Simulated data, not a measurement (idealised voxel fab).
The following process module bears the name voxel lift off.
Square cells of 5 nm make up the cross-section cut, whose width is 195 nm.
Cross-sections here: square-cell grids, written as top-down lists of bands, a band being one or more rows of cells.
This entry defines a band. It first specifies the height of the band's top and the height of its bottom in nm, and then specifies the band's materials from left to right, stating each material with its width in nm. The word "full width" identifies a single material that fills the band from edge to edge, while the word "empty" identifies empty space.
It should be noted that heights are counted from 0, beneath which the wafer as supplied is of one material throughout, and that the lowest band possesses no lower boundary but continues downward, as written in "0..down".
The width entry "30->40" should be interpreted row by row: the top row of cells in the band takes the first number, the bottom row takes the second number, and the change between adjacent rows is uniform throughout.
Take "no alteration" at face value: in the step it is given for, the cross-section changed in none of its cells.
You'll see "Closed void roster" listing empty spaces that have no way open to the top, as long as they're 8 cells or more; the notation is width x height at distance, where the distance is from the left edge, and all of it is in nm.
On a step's line, text after the settings is the simulator commenting on that step.
The line of a step may include "overlay nm". On a step with a mask, this value is how far to the right of its planned place the mask lay. A negative value means the mask lay to the left.
### Set out below are the planned steps of the process
1 RECEIVE [material Si]
2 CONFORMAL_DEP [material Al2O3] [thk nm 15]
3 PATTERN [tone open] [mask id LINES] [material resist] [width nm 15] [pitch nm 45] [thk nm 30] [overlay nm 0]
4 DIRECTIONAL_DEP [material Ru] [thk nm 15]
5 STRIP [etch materials resist]
6 CONFORMAL_DEP [material SiN] [thk nm 5]
### Cross-section of the wafer as it came to us, i.e., already through step 1
> 0..down | Si full width
> Closed void roster: none
### Wafer at module end, in section. Began as above, planned as above, run with one mistake
> 35..30 | empty=10; SiN=25; empty=20; SiN=25; empty=20; SiN=25; empty=20; SiN=25; empty=25
> 30..20 | empty=10; SiN=5; Ru=15; SiN=5; empty=20; SiN=5; Ru=15; SiN=5; empty=20; SiN=5; Ru=15; SiN=5; empty=20; SiN=5; Ru=15; SiN=5; empty=25
> 20..15 | SiN=15; Ru=15; SiN=30; Ru=15; SiN=30; Ru=15; SiN=30; Ru=15; SiN=30
> 15..0 | Al2O3 full width
> 0..down | Si full width
> Closed void roster: none
what went wrong: so step 3 ended up running with a different setting than we planned, it ran as PATTERN [tone open] [mask id LINES] [material resist] [width nm 15] [pitch nm 45] [thk nm 30] [overlay nm -5]
